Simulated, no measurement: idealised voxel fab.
Process module under the name voxel air gaps
For reference, the cross-section in this document is cut, with width 295 nm and square cells of 5 nm.
Notation: cross-section as square-cell grid; stated in bands, top first, going down; one or more cell rows per band.
In this notation a band is specified by the heights of its top and bottom, in that order and in nm, after which its materials appear from left to right, each paired with its width in nm. The word "full width" attached to a single material means that material fills the band from edge to edge; the word "empty" stands for empty space.
Measure heights from 0. That's the level where, below it, the as-received wafer is all one material. The lowest band is bottomless and extends downward; write it as in "0 and below".
A two-number width, for instance "30->40", indicates that the width is equal to the first number in the top row of the band and to the second number in the bottom row, and that it changes by a constant amount per row of cells.
For the purposes of this document, the phrase "remained the same" attached to a step denotes that no cell within the cross-section was modified by that step.
Voids not open to the top, 8 cells minimum: see "Closed void register". Written width x height at distance; distance is from the left edge; nm.
Heads up: the bit after the settings on a step's line is the simulator's remark on that step.
Among the settings permitted on a step's line is "overlay nm"; applied to a step with a mask, it specifies the extent to which the mask lay to the right of its planned position, whereas a negative figure signifies a position to the left.
# The steps planned for the process are as follows
1 RECEIVE with material Si
2 CONFORMAL_DEP with material SiO2, thk nm 10
3 CONFORMAL_DEP with material SiCN, thk nm 5
4 DIRECTIONAL_DEP with material SiO2, thk nm 30
5 PATTERN with tone open, mask id LINES, material resist, width nm 25, pitch nm 55, thk nm 15, overlay nm 0
6 DIRECTIONAL_ETCH with etch materials SiO2, depth nm 30
7 STRIP with etch materials resist
8 CONFORMAL_DEP with material TiN, thk nm 5
9 FILL_DEP with material Ru, thk nm 5
10 CMP with height nm 45
11 EPI with material Ru, thk nm 10
12 SELECTIVE_ETCH with etch materials SiO2, depth nm 40
13 CONFORMAL_DEP with material SiCN, thk nm 5
# This is the cross-section of the wafer as we received it, i.e. after step 1
	0 and below = Si full width
	Closed void register: none
# The cross-section shown corresponds to the wafer at the conclusion of the module. The initial structure and the process plan are those presented above; however, one mistake occurred in executing the plan
	55 down to 45 = empty: 40; Ru: 45; empty: 10; Ru: 45; empty: 10; Ru: 45; empty: 10; Ru: 45; empty: 45
	45 down to 20 = empty: 50; TiN: 5; Ru: 15; TiN: 5; empty: 30; TiN: 5; Ru: 15; TiN: 5; empty: 30; TiN: 5; Ru: 15; TiN: 5; empty: 30; TiN: 5; Ru: 15; TiN: 5; empty: 55
	20 down to 15 = empty: 50; TiN: 25; empty: 30; TiN: 25; empty: 30; TiN: 25; empty: 30; TiN: 25; empty: 55
	15 down to 10 = SiCN full width
	10 down to 0 = SiO2 full width
	0 and below = Si full width
	Closed void register: none
What was the processing mistake? step 13 of the plan was bypassed and not carried out
